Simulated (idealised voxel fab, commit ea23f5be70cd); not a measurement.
The process module presented herein is designated voxel wiring stack.
The cross-section on display is named cut; it measures 210 nm wide, and its cells are 5 nm squares.
Cross-section format: a grid of square cells, given as bands from top to bottom; each band is one or more rows of cells.
Basically the band line says how high the top is and how high the bottom is, in nm, and then what's in it from left to right, every material with its width in nm. Empty space shows up as "empty", and if a single material carries "everywhere" it runs the full band edge to edge.
Below 0: as-received wafer, all one material; heights counted from there. Lowest band: no bottom, goes on down, written "0 and below".
Width spec "30..40" -> top row of cells at first value, bottom row at second value, equal per-row change in between.
Reading "all unchanged" for a step: not a cell of the cross-section changed in it.
"Unvented cavities" means: voids of 8 cells or more that are shut off from the top with no open way through. Written width x height at distance, distance from the left edge, in nm.
after a step's settings: what the simulator itself notes on the step
If you see "overlay nm" on a step's line and that step has a mask, it's telling you how far right of where it was planned the mask ended up; a negative number means it went left instead.
From here on the document is pairs. In a pair, the cross-section before one process step comes with the cross-section after it, and the latter goes no deeper than the lowest band that changed. What lies in between, the step and its settings, is written under the pair. A pair may be from a different run of this module on the same starting wafer than the pair above it, so it continues from that pair only where its entry headed "Pre-step profile" says so.
Pre-step profile
> 125 down to 105  resist: 40; empty: 30; resist: 20; empty: 30; resist: 20; empty: 30; resist: 40
> 105 down to 100  resist: 30; SiO2: 10; empty: 30; resist: 20; empty: 30; resist: 10; SiO2: 10; empty: 30; resist: 40
> 100 down to 80  SiO2: 40; empty: 30; SiO2: 20; empty: 30; SiO2: 20; empty: 30; SiO2: 40
> 80 down to 75  SiO2: 30; SiCN: 10; empty: 30; SiO2: 20; empty: 30; SiO2: 10; SiCN: 10; empty: 30; SiO2: 40
> 75 down to 70  SiCN: 35; Ru: 25; SiCN: 5; empty: 5; SiCN: 20; empty: 30; SiCN: 15; Ru: 25; SiCN: 5; empty: 5; SiCN: 40
> 70 down to 50  lowk: 40; Ru: 15; lowk: 85; Ru: 15; lowk: 55
> 50 down to 45  Cu everywhere
> 45 down to 20  lowk: 35; SiCN: 5; W: 30; SiCN: 5; lowk: 10; SiCN: 5; W: 30; SiCN: 5; lowk: 10; SiCN: 5; W: 30; SiCN: 5; lowk: 35
> 20 down to 15  SiCN: 40; TiN: 30; SiCN: 20; TiN: 30; SiCN: 20; TiN: 30; SiCN: 40
> 15 down to 0  SiO2 everywhere
> 0 and below  Si everywhere
> Unvented cavities: none
Post-Step Cross-Section
> 105 down to 100  empty: 30; SiO2: 10; empty: 90; SiO2: 10; empty: 70
> Lower than 100, everything is as it was.
> Unvented cavities: none
Quick note on the step between the two cross-sections above: STRIP, etch materials resist
Pre-step profile: For the state before this step, see the after cross-section of the pair located directly above.
Post-Step Cross-Section
> 110 down to 105  empty: 25; TiN: 20; empty: 80; TiN: 20; empty: 65
> 105 down to 100  TiN: 30; SiO2: 10; TiN: 5; empty: 20; TiN: 30; empty: 20; TiN: 15; SiO2: 10; TiN: 5; empty: 20; TiN: 45
> 100 down to 80  SiO2: 40; TiN: 5; empty: 20; TiN: 5; SiO2: 20; TiN: 5; empty: 20; TiN: 5; SiO2: 20; TiN: 5; empty: 20; TiN: 5; SiO2: 40
> 80 down to 75  SiO2: 30; SiCN: 10; TiN: 30; SiO2: 20; TiN: 5; empty: 20; TiN: 5; SiO2: 10; SiCN: 10; TiN: 30; SiO2: 40
> 75 down to 70  SiCN: 35; Ru: 25; SiCN: 5; TiN: 5; SiCN: 20; TiN: 30; SiCN: 15; Ru: 25; SiCN: 5; TiN: 5; SiCN: 40
> Lower than 70, everything is as it was.
> Unvented cavities: none
Quick note on the step between the two cross-sections above: CONFORMAL_DEP, material TiN, thk nm 5
Pre-step profile: For the state before this step, see the after cross-section of the pair located directly above.
Post-Step Cross-Section
> 120 down to 110  Ru everywhere
> 110 down to 105  Ru: 25; TiN: 20; Ru: 80; TiN: 20; Ru: 65
> 105 down to 100  TiN: 30; SiO2: 10; TiN: 5; Ru: 20; TiN: 30; Ru: 20; TiN: 15; SiO2: 10; TiN: 5; Ru: 20; TiN: 45
> 100 down to 80  SiO2: 40; TiN: 5; Ru: 20; TiN: 5; SiO2: 20; TiN: 5; Ru: 20; TiN: 5; SiO2: 20; TiN: 5; Ru: 20; TiN: 5; SiO2: 40
> 80 down to 75  SiO2: 30; SiCN: 10; TiN: 30; SiO2: 20; TiN: 5; Ru: 20; TiN: 5; SiO2: 10; SiCN: 10; TiN: 30; SiO2: 40
> Lower than 75, everything is as it was.
> Unvented cavities: none
Quick note on the step between the two cross-sections above: FILL_DEP, material Ru, thk nm 10
Pre-step profile: For the state before this step, see the after cross-section of the pair located directly above.
Post-Step Cross-Section
> 100 down to 80  SiO2: 40; TiN: 5; Ru: 20; TiN: 5; SiO2: 20; TiN: 5; Ru: 20; TiN: 5; SiO2: 20; TiN: 5; Ru: 20; TiN: 5; SiO2: 40
> Lower than 80, everything is as it was.
> Unvented cavities: none
Quick note on the step between the two cross-sections above: CMP, height nm 100
Pre-step profile: For the state before this step, see the after cross-section of the pair located directly above.
Post-Step Cross-Section
> 105 down to 100  SiCN everywhere
> Lower than 100, everything is as it was.
> Unvented cavities: none
Quick note on the step between the two cross-sections above: CONFORMAL_DEP, material SiCN, thk nm 5
Pre-step profile: For the state before this step, see the after cross-section of the pair located directly above.
Post-Step Cross-Section
> 135 down to 105  SiO2 everywhere
> Lower than 105, everything is as it was.
> Unvented cavities: none
Quick note on the step between the two cross-sections above: DIRECTIONAL_DEP, material SiO2, thk nm 30
Pre-step profile: For the state before this step, see the after cross-section of the pair located directly above.
Post-Step Cross-Section
> 155 down to 135  resist: 40; empty: 30; resist: 20; empty: 30; resist: 20; empty: 30; resist: 40
> Lower than 135, everything is as it was.
> Unvented cavities: none
Quick note on the step between the two cross-sections above: PATTERN, tone open, mask id METAL_3, material resist, width nm 30, pitch nm 50, thk nm 20, overlay nm 0
Pre-step profile: For the state before this step, see the after cross-section of the pair located directly above.
Post-Step Cross-Section
> 155 down to 135  resist: 40; empty: 30; resist: 20; empty: 30; resist: 20; empty: 30; resist: 40
> 135 down to 115  SiO2: 40; empty: 30; SiO2: 20; empty: 30; SiO2: 20; empty: 30; SiO2: 40
> Lower than 115, everything is as it was.
> Unvented cavities: none
Quick note on the step between the two cross-sections above: DIRECTIONAL_ETCH, etch materials SiO2, depth nm 20
Pre-step profile: For the state before this step, see the after cross-section of the pair located directly above.
Post-Step Cross-Section
> 135 down to 115  SiO2: 40; empty: 30; SiO2: 20; empty: 30; SiO2: 20; empty: 30; SiO2: 40
> Lower than 115, everything is as it was.
> Unvented cavities: none
Quick note on the step between the two cross-sections above: STRIP, etch materials resist
Pre-step profile: For the state before this step, see the after cross-section of the pair located directly above.
Post-Step Cross-Section
> 135 down to 115  SiO2: 40; empty: 30; SiO2: 20; empty: 30; SiO2: 20; empty: 30; SiO2: 40
> 115 down to 105  SiO2: 40; empty: 15; SiO2: 35; empty: 15; SiO2: 35; empty: 15; SiO2: 55
> Lower than 105, everything is as it was.
> Unvented cavities: none
Quick note on the step between the two cross-sections above: MASKED_ETCH, tone open, mask id METAL_3_HOLES, width nm 15, pitch nm 50, etch materials SiO2, depth nm 10, overlay nm 0
Pre-step profile: For the state before this step, see the after cross-section of the pair located directly above.
Post-Step Cross-Section
> 135 down to 115  SiO2: 40; empty: 30; SiO2: 20; empty: 30; SiO2: 20; empty: 30; SiO2: 40
> 115 down to 105  SiO2: 40; empty: 15; SiO2: 35; empty: 15; SiO2: 35; empty: 15; SiO2: 55
> 105 down to 100  SiCN: 40; empty: 15; SiCN: 35; empty: 15; SiCN: 35; empty: 15; SiCN: 55
> Lower than 100, everything is as it was.
> Unvented cavities: none
Quick note on the step between the two cross-sections above: MASKED_ETCH, tone open, mask id METAL_3_HOLES, width nm 15, pitch nm 50, etch materials SiCN, depth nm 5, overlay nm 0
Pre-step profile: For the state before this step, see the after cross-section of the pair located directly above.
Post-Step Cross-Section
> 140 down to 135  TiN: 45; empty: 20; TiN: 30; empty: 20; TiN: 30; empty: 20; TiN: 45
> 135 down to 120  SiO2: 40; TiN: 5; empty: 20; TiN: 5; SiO2: 20; TiN: 5; empty: 20; TiN: 5; SiO2: 20; TiN: 5; empty: 20; TiN: 5; SiO2: 40
> 120 down to 115  SiO2: 40; TiN: 5; empty: 5; TiN: 20; SiO2: 20; TiN: 5; empty: 5; TiN: 20; SiO2: 20; TiN: 5; empty: 5; TiN: 20; SiO2: 40
> 115 down to 105  SiO2: 40; TiN: 5; empty: 5; TiN: 5; SiO2: 35; TiN: 5; empty: 5; TiN: 5; SiO2: 35; TiN: 5; empty: 5; TiN: 5; SiO2: 55
> 105 down to 100  SiCN: 40; TiN: 15; SiCN: 35; TiN: 15; SiCN: 35; TiN: 15; SiCN: 55
> Lower than 100, everything is as it was.
> Unvented cavities: none
Quick note on the step between the two cross-sections above: CONFORMAL_DEP, material TiN, thk nm 5
Pre-step profile: For the state before this step, see the after cross-section of the pair located directly above.
Post-Step Cross-Section
> 145 down to 140  Cu everywhere
> 140 down to 135  TiN: 45; Cu: 20; TiN: 30; Cu: 20; TiN: 30; Cu: 20; TiN: 45
> 135 down to 120  SiO2: 40; TiN: 5; Cu: 20; TiN: 5; SiO2: 20; TiN: 5; Cu: 20; TiN: 5; SiO2: 20; TiN: 5; Cu: 20; TiN: 5; SiO2: 40
> 120 down to 115  SiO2: 40; TiN: 5; Cu: 5; TiN: 20; SiO2: 20; TiN: 5; Cu: 5; TiN: 20; SiO2: 20; TiN: 5; Cu: 5; TiN: 20; SiO2: 40
> 115 down to 105  SiO2: 40; TiN: 5; Cu: 5; TiN: 5; SiO2: 35; TiN: 5; Cu: 5; TiN: 5; SiO2: 35; TiN: 5; Cu: 5; TiN: 5; SiO2: 55
> Lower than 105, everything is as it was.
> Unvented cavities: none
Quick note on the step between the two cross-sections above: FILL_DEP, material Cu, thk nm 5
Pre-step profile: For the state before this step, see the after cross-section of the pair located directly above.
Post-Step Cross-Section
> 135 down to 120  SiO2: 40; TiN: 5; Cu: 20; TiN: 5; SiO2: 20; TiN: 5; Cu: 20; TiN: 5; SiO2: 20; TiN: 5; Cu: 20; TiN: 5; SiO2: 40
> Lower than 120, everything is as it was.
> Unvented cavities: none
Quick note on the step between the two cross-sections above: CMP, height nm 135
Pre-step profile: For the state before this step, see the after cross-section of the pair located directly above.
Post-Step Cross-Section
> 140 down to 135  SiCN everywhere
> Lower than 135, everything is as it was.
> Unvented cavities: none
Quick note on the step between the two cross-sections above: CONFORMAL_DEP, material SiCN, thk nm 5
Pre-step profile
> 55 down to 45  aC everywhere
> 45 down to 20  W everywhere
> 20 down to 15  TiN everywhere
> 15 down to 0  SiO2 everywhere
> 0 and below  Si everywhere
> Unvented cavities: none
Post-Step Cross-Section
> 85 down to 55  resist: 40; empty: 30; resist: 20; empty: 30; resist: 20; empty: 30; resist: 40
> Lower than 55, everything is as it was.
> Unvented cavities: none
Quick note on the step between the two cross-sections above: PATTERN, tone open, mask id METAL_1, material resist, width nm 30, pitch nm 50, thk nm 30, overlay nm 0
Pre-step profile: For the state before this step, see the after cross-section of the pair located directly above.
Post-Step Cross-Section
> 75 down to 55  resist: 40; empty: 30; resist: 20; empty: 30; resist: 20; empty: 30; resist: 40
> 55 down to 45  aC: 40; empty: 30; aC: 20; empty: 30; aC: 20; empty: 30; aC: 40
> Lower than 45, everything is as it was.
> Unvented cavities: none
Quick note on the step between the two cross-sections above: DIRECTIONAL_ETCH, etch materials aC, depth nm 10
Pre-step profile: For the state before this step, see the after cross-section of the pair located directly above.
Post-Step Cross-Section
> 55 down to 45  aC: 40; empty: 30; aC: 20; empty: 30; aC: 20; empty: 30; aC: 40
> Lower than 45, everything is as it was.
> Unvented cavities: none
Quick note on the step between the two cross-sections above: STRIP, etch materials resist
Pre-step profile: For the state before this step, see the after cross-section of the pair located directly above.
Post-Step Cross-Section
> 55 down to 45  aC: 40; empty: 30; aC: 20; empty: 30; aC: 20; empty: 30; aC: 40
> 45 down to 20  W: 40; empty: 30; W: 20; empty: 30; W: 20; empty: 30; W: 40
> Lower than 20, everything is as it was.
> Unvented cavities: none
Quick note on the step between the two cross-sections above: DIRECTIONAL_ETCH, etch materials W, depth nm 25
Pre-step profile: For the state before this step, see the after cross-section of the pair located directly above.
Post-Step Cross-Section
> 55 down to 45  aC: 40; empty: 30; aC: 20; empty: 30; aC: 20; empty: 30; aC: 40
> 45 down to 20  W: 40; empty: 30; W: 20; empty: 30; W: 20; empty: 30; W: 40
> 20 down to 15  TiN: 40; empty: 30; TiN: 20; empty: 30; TiN: 20; empty: 30; TiN: 40
> Lower than 15, everything is as it was.
> Unvented cavities: none
Quick note on the step between the two cross-sections above: DIRECTIONAL_ETCH, etch materials TiN, depth nm 5
Pre-step profile: For the state before this step, see the after cross-section of the pair located directly above.
Post-Step Cross-Section
> 45 down to 20  W: 40; empty: 30; W: 20; empty: 30; W: 20; empty: 30; W: 40
> Lower than 20, everything is as it was.
> Unvented cavities: none
Quick note on the step between the two cross-sections above: STRIP, etch materials aC
Pre-step profile: For the state before this step, see the after cross-section of the pair located directly above.
Post-Step Cross-Section
> 50 down to 45  SiCN: 45; empty: 20; SiCN: 30; empty: 20; SiCN: 30; empty: 20; SiCN: 45
> 45 down to 20  W: 40; SiCN: 5; empty: 20; SiCN: 5; W: 20; SiCN: 5; empty: 20; SiCN: 5; W: 20; SiCN: 5; empty: 20; SiCN: 5; W: 40
> 20 down to 15  TiN: 40; SiCN: 30; TiN: 20; SiCN: 30; TiN: 20; SiCN: 30; TiN: 40
> Lower than 15, everything is as it was.
> Unvented cavities: none
Quick note on the step between the two cross-sections above: CONFORMAL_DEP, material SiCN, thk nm 5
Pre-step profile: For the state before this step, see the after cross-section of the pair located directly above.
Post-Step Cross-Section
> 60 down to 50  lowk everywhere
> 50 down to 45  SiCN: 45; lowk: 20; SiCN: 30; lowk: 20; SiCN: 30; lowk: 20; SiCN: 45
> 45 down to 20  W: 40; SiCN: 5; lowk: 20; SiCN: 5; W: 20; SiCN: 5; lowk: 20; SiCN: 5; W: 20; SiCN: 5; lowk: 20; SiCN: 5; W: 40
> Lower than 20, everything is as it was.
> Unvented cavities: none
Quick note on the step between the two cross-sections above: FILL_DEP, material lowk, thk nm 10
Pre-step profile: For the state before this step, see the after cross-section of the pair located directly above.
Post-Step Cross-Section
> 45 down to 20  W: 40; SiCN: 5; lowk: 20; SiCN: 5; W: 20; SiCN: 5; lowk: 20; SiCN: 5; W: 20; SiCN: 5; lowk: 20; SiCN: 5; W: 40
> Lower than 20, everything is as it was.
> Unvented cavities: none
Quick note on the step between the two cross-sections above: CMP, height nm 45
Pre-step profile: For the state before this step, see the after cross-section of the pair located directly above.
Post-Step Cross-Section
> 50 down to 45  SiCN everywhere
> Lower than 45, everything is as it was.
> Unvented cavities: none
Quick note on the step between the two cross-sections above: CONFORMAL_DEP, material SiCN, thk nm 5
Pre-step profile: For the state before this step, see the after cross-section of the pair located directly above.
Post-Step Cross-Section
> 70 down to 50  lowk everywhere
> Lower than 50, everything is as it was.
> Unvented cavities: none
Quick note on the step between the two cross-sections above: DIRECTIONAL_DEP, material lowk, thk nm 20
Pre-step profile: For the state before this step, see the after cross-section of the pair located directly above.
Post-Step Cross-Section
> 80 down to 70  aC everywhere
> Lower than 70, everything is as it was.
> Unvented cavities: none
Quick note on the step between the two cross-sections above: DIRECTIONAL_DEP, material aC, thk nm 10
Pre-step profile: For the state before this step, see the after cross-section of the pair located directly above.
Post-Step Cross-Section
> 105 down to 80  resist: 40; empty: 15; resist: 85; empty: 15; resist: 55
> Lower than 80, everything is as it was.
> Unvented cavities: none
Quick note on the step between the two cross-sections above: PATTERN, tone open, mask id PLUG_1, material resist, width nm 15, pitch nm 100, thk nm 25, overlay nm 0
Pre-step profile: For the state before this step, see the after cross-section of the pair located directly above.
Post-Step Cross-Section
> 95 down to 80  resist: 40; empty: 15; resist: 85; empty: 15; resist: 55
> 80 down to 70  aC: 40; empty: 15; aC: 85; empty: 15; aC: 55
> Lower than 70, everything is as it was.
> Unvented cavities: none
Quick note on the step between the two cross-sections above: DIRECTIONAL_ETCH, etch materials aC, depth nm 10
Pre-step profile: For the state before this step, see the after cross-section of the pair located directly above.
Post-Step Cross-Section
> 80 down to 70  aC: 40; empty: 15; aC: 85; empty: 15; aC: 55
> Lower than 70, everything is as it was.
> Unvented cavities: none
Quick note on the step between the two cross-sections above: STRIP, etch materials resist
Pre-step profile: For the state before this step, see the after cross-section of the pair located directly above.
Post-Step Cross-Section
> 80 down to 70  aC: 40; empty: 15; aC: 85; empty: 15; aC: 55
> 70 down to 50  lowk: 40; empty: 15; lowk: 85; empty: 15; lowk: 55
> Lower than 50, everything is as it was.
> Unvented cavities: none
Quick note on the step between the two cross-sections above: DIRECTIONAL_ETCH, etch materials lowk, depth nm 20
Pre-step profile: For the state before this step, see the after cross-section of the pair located directly above.
Post-Step Cross-Section
> 80 down to 70  aC: 40; empty: 15; aC: 85; empty: 15; aC: 55
> 70 down to 50  lowk: 40; empty: 15; lowk: 85; empty: 15; lowk: 55
> 50 down to 45  SiCN: 40; empty: 15; SiCN: 85; empty: 15; SiCN: 55
> Lower than 45, everything is as it was.
> Unvented cavities: none
Quick note on the step between the two cross-sections above: DIRECTIONAL_ETCH, etch materials SiCN, depth nm 5
Pre-step profile: For the state before this step, see the after cross-section of the pair located directly above.
Post-Step Cross-Section
> 70 down to 50  lowk: 40; empty: 15; lowk: 85; empty: 15; lowk: 55
> Lower than 50, everything is as it was.
> Unvented cavities: none
Quick note on the step between the two cross-sections above: STRIP, etch materials aC
Pre-step profile: For the state before this step, see the after cross-section of the pair located directly above.
Post-Step Cross-Section
> 75 down to 70  SiCN: 45; empty: 5; SiCN: 95; empty: 5; SiCN: 60
> 70 down to 50  lowk: 40; SiCN: 5; empty: 5; SiCN: 5; lowk: 85; SiCN: 5; empty: 5; SiCN: 5; lowk: 55
> 50 down to 45  SiCN everywhere
> Lower than 45, everything is as it was.
> Unvented cavities: none
Quick note on the step between the two cross-sections above: CONFORMAL_DEP, material SiCN, thk nm 5
Pre-step profile: For the state before this step, see the after cross-section of the pair located directly above.
Post-Step Cross-Section
> 100 down to 75  SiO2: 45; empty: 5; SiO2: 95; empty: 5; SiO2: 60
> 75 down to 70  SiCN: 45; SiO2: 5; SiCN: 95; SiO2: 5; SiCN: 60
> 70 down to 50  lowk: 40; SiCN: 5; SiO2: 5; SiCN: 5; lowk: 85; SiCN: 5; SiO2: 5; SiCN: 5; lowk: 55
> Lower than 50, everything is as it was.
> Unvented cavities: none
Quick note on the step between the two cross-sections above: DIRECTIONAL_DEP, material SiO2, thk nm 25
Pre-step profile: For the state before this step, see the after cross-section of the pair located directly above.
Post-Step Cross-Section
> 120 down to 100  resist: 40; empty: 30; resist: 20; empty: 30; resist: 20; empty: 30; resist: 40
> Lower than 100, everything is as it was.
> Unvented cavities: none
Quick note on the step between the two cross-sections above: PATTERN, tone open, mask id METAL_2, material resist, width nm 30, pitch nm 50, thk nm 20, overlay nm 0
Pre-step profile: For the state before this step, see the after cross-section of the pair located directly above.
Post-Step Cross-Section
> 120 down to 100  resist: 40; empty: 30; resist: 20; empty: 30; resist: 20; empty: 30; resist: 40
> 100 down to 75  SiO2: 40; empty: 30; SiO2: 20; empty: 30; SiO2: 20; empty: 30; SiO2: 40
> 75 down to 70  SiCN: 45; empty: 5; SiCN: 95; empty: 5; SiCN: 60
> 70 down to 50  lowk: 40; SiCN: 5; empty: 5; SiCN: 5; lowk: 85; SiCN: 5; empty: 5; SiCN: 5; lowk: 55
> Lower than 50, everything is as it was.
> Unvented cavities: none
Quick note on the step between the two cross-sections above: DIRECTIONAL_ETCH, etch materials SiO2, depth nm 25
Pre-step profile: For the state before this step, see the after cross-section of the pair located directly above.
Post-Step Cross-Section
> 120 down to 100  resist: 40; empty: 30; resist: 20; empty: 30; resist: 20; empty: 30; resist: 40
> 100 down to 75  SiO2: 40; empty: 30; SiO2: 20; empty: 30; SiO2: 20; empty: 30; SiO2: 40
> 75 down to 70  SiCN: 40; empty: 30; SiCN: 20; empty: 30; SiCN: 20; empty: 30; SiCN: 40
> 70 down to 50  lowk: 40; SiCN: 5; empty: 5; SiCN: 5; lowk: 85; SiCN: 5; empty: 5; SiCN: 5; lowk: 55
> 50 down to 45  SiCN: 45; empty: 5; SiCN: 95; empty: 5; SiCN: 60
> Lower than 45, everything is as it was.
> Unvented cavities: none
Quick note on the step between the two cross-sections above: DIRECTIONAL_ETCH, etch materials SiCN, depth nm 5
Pre-step profile: For the state before this step, see the after cross-section of the pair located directly above.
Post-Step Cross-Section
> 100 down to 75  SiO2: 40; empty: 30; SiO2: 20; empty: 30; SiO2: 20; empty: 30; SiO2: 40
> Lower than 75, everything is as it was.
> Unvented cavities: none
Quick note on the step between the two cross-sections above: STRIP, etch materials resist
Pre-step profile: For the state before this step, see the after cross-section of the pair located directly above.
Post-Step Cross-Section
> 105 down to 100  TiN: 45; empty: 20; TiN: 30; empty: 20; TiN: 30; empty: 20; TiN: 45
> 100 down to 75  SiO2: 40; TiN: 5; empty: 20; TiN: 5; SiO2: 20; TiN: 5; empty: 20; TiN: 5; SiO2: 20; TiN: 5; empty: 20; TiN: 5; SiO2: 40
> 75 down to 70  SiCN: 40; TiN: 30; SiCN: 20; TiN: 30; SiCN: 20; TiN: 30; SiCN: 40
> 70 down to 50  lowk: 40; SiCN: 5; TiN: 5; SiCN: 5; lowk: 85; SiCN: 5; TiN: 5; SiCN: 5; lowk: 55
> 50 down to 45  SiCN: 45; TiN: 5; SiCN: 95; TiN: 5; SiCN: 60
> Lower than 45, everything is as it was.
> Unvented cavities: none
Quick note on the step between the two cross-sections above: CONFORMAL_DEP, material TiN, thk nm 5
Pre-step profile: For the state before this step, see the after cross-section of the pair located directly above.
Post-Step Cross-Section
> 115 down to 105  Ru everywhere
> 105 down to 100  TiN: 45; Ru: 20; TiN: 30; Ru: 20; TiN: 30; Ru: 20; TiN: 45
> 100 down to 75  SiO2: 40; TiN: 5; Ru: 20; TiN: 5; SiO2: 20; TiN: 5; Ru: 20; TiN: 5; SiO2: 20; TiN: 5; Ru: 20; TiN: 5; SiO2: 40
> Lower than 75, everything is as it was.
> Unvented cavities: none
Quick note on the step between the two cross-sections above: FILL_DEP, material Ru, thk nm 10
Pre-step profile: For the state before this step, see the after cross-section of the pair located directly above.
Post-Step Cross-Section
> 100 down to 75  SiO2: 40; TiN: 5; Ru: 20; TiN: 5; SiO2: 20; TiN: 5; Ru: 20; TiN: 5; SiO2: 20; TiN: 5; Ru: 20; TiN: 5; SiO2: 40
> Lower than 75, everything is as it was.
> Unvented cavities: none
Quick note on the step between the two cross-sections above: CMP, height nm 100
Pre-step profile: For the state before this step, see the after cross-section of the pair located directly above.
Post-Step Cross-Section
> 105 down to 100  SiCN everywhere
> Lower than 100, everything is as it was.
> Unvented cavities: none
Quick note on the step between the two cross-sections above: CONFORMAL_DEP, material SiCN, thk nm 5
Pre-step profile: For the state before this step, see the after cross-section of the pair located directly above.
Post-Step Cross-Section
> 135 down to 105  SiO2 everywhere
> Lower than 105, everything is as it was.
> Unvented cavities: none
Quick note on the step between the two cross-sections above: DIRECTIONAL_DEP, material SiO2, thk nm 30
Pre-step profile: For the state before this step, see the after cross-section of the pair located directly above.
Post-Step Cross-Section
> 155 down to 135  resist: 40; empty: 30; resist: 20; empty: 30; resist: 20; empty: 30; resist: 40
> Lower than 135, everything is as it was.
> Unvented cavities: none
Quick note on the step between the two cross-sections above: PATTERN, tone open, mask id METAL_3, material resist, width nm 30, pitch nm 50, thk nm 20, overlay nm 0
Pre-step profile: For the state before this step, see the after cross-section of the pair located directly above.
Post-Step Cross-Section
> 155 down to 135  resist: 40; empty: 30; resist: 20; empty: 30; resist: 20; empty: 30; resist: 40
> 135 down to 115  SiO2: 40; empty: 30; SiO2: 20; empty: 30; SiO2: 20; empty: 30; SiO2: 40
> Lower than 115, everything is as it was.
> Unvented cavities: none
Quick note on the step between the two cross-sections above: DIRECTIONAL_ETCH, etch materials SiO2, depth nm 20
Pre-step profile: For the state before this step, see the after cross-section of the pair located directly above.
Post-Step Cross-Section
> 135 down to 115  SiO2: 40; empty: 30; SiO2: 20; empty: 30; SiO2: 20; empty: 30; SiO2: 40
> Lower than 115, everything is as it was.
> Unvented cavities: none
Quick note on the step between the two cross-sections above: STRIP, etch materials resist
Pre-step profile: For the state before this step, see the after cross-section of the pair located directly above.
Post-Step Cross-Section
> 135 down to 115  SiO2: 40; empty: 30; SiO2: 20; empty: 30; SiO2: 20; empty: 30; SiO2: 40
> 115 down to 105  SiO2: 40; empty: 15; SiO2: 35; empty: 15; SiO2: 35; empty: 15; SiO2: 55
> Lower than 105, everything is as it was.
> Unvented cavities: none
Quick note on the step between the two cross-sections above: MASKED_ETCH, tone open, mask id METAL_3_HOLES, width nm 15, pitch nm 50, etch materials SiO2, depth nm 10, overlay nm 0
Pre-step profile: For the state before this step, see the after cross-section of the pair located directly above.
Post-Step Cross-Section
> 135 down to 115  SiO2: 40; empty: 30; SiO2: 20; empty: 30; SiO2: 20; empty: 30; SiO2: 40
> 115 down to 105  SiO2: 40; empty: 15; SiO2: 35; empty: 15; SiO2: 35; empty: 15; SiO2: 55
> 105 down to 100  SiCN: 40; empty: 15; SiCN: 35; empty: 15; SiCN: 35; empty: 15; SiCN: 55
> Lower than 100, everything is as it was.
> Unvented cavities: none
Quick note on the step between the two cross-sections above: MASKED_ETCH, tone open, mask id METAL_3_HOLES, width nm 15, pitch nm 50, etch materials SiCN, depth nm 5, overlay nm 0
Pre-step profile: For the state before this step, see the after cross-section of the pair located directly above.
Post-Step Cross-Section
> 140 down to 135  TiN: 45; empty: 20; TiN: 30; empty: 20; TiN: 30; empty: 20; TiN: 45
> 135 down to 120  SiO2: 40; TiN: 5; empty: 20; TiN: 5; SiO2: 20; TiN: 5; empty: 20; TiN: 5; SiO2: 20; TiN: 5; empty: 20; TiN: 5; SiO2: 40
> 120 down to 115  SiO2: 40; TiN: 5; empty: 5; TiN: 20; SiO2: 20; TiN: 5; empty: 5; TiN: 20; SiO2: 20; TiN: 5; empty: 5; TiN: 20; SiO2: 40
> 115 down to 105  SiO2: 40; TiN: 5; empty: 5; TiN: 5; SiO2: 35; TiN: 5; empty: 5; TiN: 5; SiO2: 35; TiN: 5; empty: 5; TiN: 5; SiO2: 55
> 105 down to 100  SiCN: 40; TiN: 15; SiCN: 35; TiN: 15; SiCN: 35; TiN: 15; SiCN: 55
> Lower than 100, everything is as it was.
> Unvented cavities: none
Quick note on the step between the two cross-sections above: CONFORMAL_DEP, material TiN, thk nm 5
Pre-step profile: For the state before this step, see the after cross-section of the pair located directly above.
Post-Step Cross-Section
> 145 down to 140  Cu everywhere
> 140 down to 135  TiN: 45; Cu: 20; TiN: 30; Cu: 20; TiN: 30; Cu: 20; TiN: 45
> 135 down to 120  SiO2: 40; TiN: 5; Cu: 20; TiN: 5; SiO2: 20; TiN: 5; Cu: 20; TiN: 5; SiO2: 20; TiN: 5; Cu: 20; TiN: 5; SiO2: 40
> 120 down to 115  SiO2: 40; TiN: 5; Cu: 5; TiN: 20; SiO2: 20; TiN: 5; Cu: 5; TiN: 20; SiO2: 20; TiN: 5; Cu: 5; TiN: 20; SiO2: 40
> 115 down to 105  SiO2: 40; TiN: 5; Cu: 5; TiN: 5; SiO2: 35; TiN: 5; Cu: 5; TiN: 5; SiO2: 35; TiN: 5; Cu: 5; TiN: 5; SiO2: 55
> Lower than 105, everything is as it was.
> Unvented cavities: none
Quick note on the step between the two cross-sections above: FILL_DEP, material Cu, thk nm 5
Pre-step profile: For the state before this step, see the after cross-section of the pair located directly above.
Post-Step Cross-Section
> 135 down to 120  SiO2: 40; TiN: 5; Cu: 20; TiN: 5; SiO2: 20; TiN: 5; Cu: 20; TiN: 5; SiO2: 20; TiN: 5; Cu: 20; TiN: 5; SiO2: 40
> Lower than 120, everything is as it was.
> Unvented cavities: none
Quick note on the step between the two cross-sections above: CMP, height nm 135
Pre-step profile: For the state before this step, see the after cross-section of the pair located directly above.
Post-Step Cross-Section
> 140 down to 135  SiCN everywhere
> Lower than 135, everything is as it was.
> Unvented cavities: none
Quick note on the step between the two cross-sections above: CONFORMAL_DEP, material SiCN, thk nm 5
